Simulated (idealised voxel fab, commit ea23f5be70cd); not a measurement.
Module name: voxel self aligned vias (process module)
Pictured: cross-section cut, 265 nm wide, on a grid of 5 nm square cells.
Cross-section spec: square-cell grid; bands listed top down; each band is one or more rows. Per band: top height and bottom height in nm, followed by the left-to-right materials and their widths in nm; "all across" marks a single material spanning edge to edge, "empty" marks empty space. Height reference: 0 = level under which incoming wafer is all one material. Lowest band: no bottom, runs on downward, e.g. "0 nm and below". You'd read "30 to 40" like this: the band's top row of cells is as wide as the first number, its bottom row is as wide as the second, and going down, every row changes width by the same amount as the row before did. What does "no change occurred" mean for a step? It means no cell of the cross-section changed in that step. Each empty space that has no open way to the top and spans at least 8 cells appears under "Sealed voids" as width x height at distance, the distance counted from the left edge, all in nm. Formally, on a step line, whatever follows the settings is a remark that the simulator itself makes on the step. The setting "overlay nm" may be written on the line of a step. When the step uses a mask, the value reports how far to the right of the planned place the mask lay, and a negative value reports that it lay to the left.
# The process steps that were planned are listed below
| 1 | RECEIVE with material Si |
| 2 | CONFORMAL_DEP with material SiO2, thk nm 10 |
| 3 | CONFORMAL_DEP with material SiCN, thk nm 5 |
| 4 | DIRECTIONAL_DEP with material SiO2, thk nm 25 |
| 5 | MASKED_ETCH with tone open, mask id LINES, width nm 25, pitch nm 60, etch materials SiO2, depth nm 25, overlay nm 0 |
| 6 | CONFORMAL_DEP with material TiN, thk nm 5 |
| 7 | FILL_DEP with material W, thk nm 10 |
| 8 | CMP with height nm 40 |
| 9 | SELECTIVE_ETCH with etch materials W Ru TiN, depth nm 5 |
| 10 | FILL_DEP with material SiN, thk nm 10 |
| 11 | CMP with height nm 40 |
| 12 | DIRECTIONAL_DEP with material SiO2, thk nm 20 |
| 13 | PATTERN with tone open, mask id VIAS, material resist, width nm 35, pitch nm 120, thk nm 20, overlay nm 0 |
| 14 | DIRECTIONAL_ETCH with etch materials SiO2, depth nm 20 |
| 15 | DIRECTIONAL_ETCH with etch materials SiN, depth nm 5 |
| 16 | STRIP with etch materials resist |
| 17 | CONFORMAL_DEP with material TiN, thk nm 5 |
| 18 | FILL_DEP with material Ru, thk nm 5 |
| 19 | CMP with height nm 60 |
| 20 | CONFORMAL_DEP with material SiN, thk nm 5 |
# Shown in cross-section is the wafer as received, that is, as it stands after step 1
- 0 nm and below = Si all across
- Sealed voids: none
# The plan above was carried out on the starting structure above with one mistake, and this cross-section shows the wafer at the end of the module
- 65 nm to 60 nm = SiN all across
- 60 nm to 45 nm = 65 nm SiO2 / 5 nm TiN / 25 nm Ru / 5 nm TiN / 85 nm SiO2 / 5 nm TiN / 25 nm Ru / 5 nm TiN / 45 nm SiO2
- 45 nm to 40 nm = 65 nm SiO2 / 5 nm TiN / 10 nm Ru / 20 nm TiN / 85 nm SiO2 / 5 nm TiN / 10 nm Ru / 20 nm TiN / 45 nm SiO2
- 40 nm to 35 nm = 60 nm SiO2 / 5 nm SiN / 20 nm TiN / 35 nm SiO2 / 25 nm SiN / 35 nm SiO2 / 5 nm SiN / 20 nm TiN / 60 nm SiO2
- 35 nm to 20 nm = 60 nm SiO2 / 5 nm TiN / 15 nm W / 5 nm TiN / 35 nm SiO2 / 5 nm TiN / 15 nm W / 5 nm TiN / 35 nm SiO2 / 5 nm TiN / 15 nm W / 5 nm TiN / 60 nm SiO2
- 20 nm to 15 nm = 60 nm SiO2 / 25 nm TiN / 35 nm SiO2 / 25 nm TiN / 35 nm SiO2 / 25 nm TiN / 60 nm SiO2
- 15 nm to 10 nm = SiCN all across
- 10 nm to 0 nm = SiO2 all across
- 0 nm and below = Si all across
- Sealed voids: none
Short version of what went wrong: contrary to plan, step 13 was performed as PATTERN with tone open, mask id VIAS, material resist, width nm 35, pitch nm 120, thk nm 20, overlay nm 10
